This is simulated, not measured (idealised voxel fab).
Proc. module: voxel self aligned vias
The cross-section shown here is cut; it is 165 nm wide and divided into square cells measuring 5 nm on a side.
Think of the cross-section as a grid of square cells. We describe it in bands, top to bottom, and each band covers one or more rows of those cells.
The entry gives the band's vertical extent as a top height and a bottom height in nm, then its horizontal make-up as materials from left to right, each with a width in nm. "air" stands for empty space; a single material marked "full width" fills the band edge to edge.
Heights are measured from 0, the level below which the as-received wafer is all one material; the lowest band has no bottom and continues downward, written as in "z 0 and below".
Quick explanation for "30->40": the width changes in equal steps down the rows of cells, from the first number in the band's top row to the second number in its bottom row.
Take "left unchanged" at face value: in the step it is given for, the cross-section changed in none of its cells.
"Closed void catalog" specifies each empty space that is not open to the top and that occupies no fewer than 8 cells, using the form width x height at distance, the distance measured from the left edge and all three quantities in nm.
Heads up: the bit after the settings on a step's line is the simulator's remark on that step.
overlay nm: mask offset rightward from planned place, masked step; negative means leftward offset.

# Here's what the planned process steps look like
1 RECEIVE (material Si)
2 CONFORMAL_DEP (material SiO2; thk nm 10)
3 CONFORMAL_DEP (material SiCN; thk nm 5)
4 DIRECTIONAL_DEP (material lowk; thk nm 25)
5 PATTERN (tone open; mask id LINES; material resist; width nm 20; pitch nm 70; thk nm 15; overlay nm 0)
6 DIRECTIONAL_ETCH (etch materials lowk; depth nm 25)
7 STRIP (etch materials resist)
8 CONFORMAL_DEP (material TiN; thk nm 5)
9 FILL_DEP (material Ru; thk nm 10)
10 CMP (height nm 40)
11 SELECTIVE_ETCH (etch materials W Ru TiN; depth nm 10)
12 FILL_DEP (material SiN; thk nm 10)
13 CMP (height nm 40)
14 DIRECTIONAL_DEP (material lowk; thk nm 20)
15 MASKED_ETCH (tone open; mask id VIAS; width nm 40; etch materials lowk; depth nm 20; overlay nm 0)
16 MASKED_ETCH (tone open; mask id VIAS; width nm 40; etch materials SiN; depth nm 10; overlay nm 0)
17 CONFORMAL_DEP (material TiN; thk nm 5)
18 FILL_DEP (material Ru; thk nm 5)
19 CMP (height nm 60)
20 CONFORMAL_DEP (material SiCN; thk nm 5)

# As-received state of the wafer in cross-section, equivalent to post-step 1
  z 0 and below: Si full width
  Closed void catalog: none

# End-of-module cross-section. Starting structure and process plan as above; one mistake made in running it
  z 65 to 60: SiCN full width
  z 60 to 40: lowk (25)  TiN (5)  Ru (30)  TiN (5)  lowk (100)
  z 40 to 35: SiN (25)  TiN (5)  Ru (30)  TiN (5)  SiN (100)
  z 35 to 30: SiN (25)  TiN (40)  SiN (100)
  z 30 to 10: lowk (35)  TiN (5)  Ru (10)  TiN (5)  lowk (50)  TiN (5)  Ru (10)  TiN (5)  lowk (40)
  z 10 to 5: lowk (35)  TiN (20)  lowk (50)  TiN (20)  lowk (40)
  z 5 to 0: SiCN full width
  z 0 and below: Si full width
  Closed void catalog: none
What was the processing mistake? not run: step 2 of the plan (skipped)
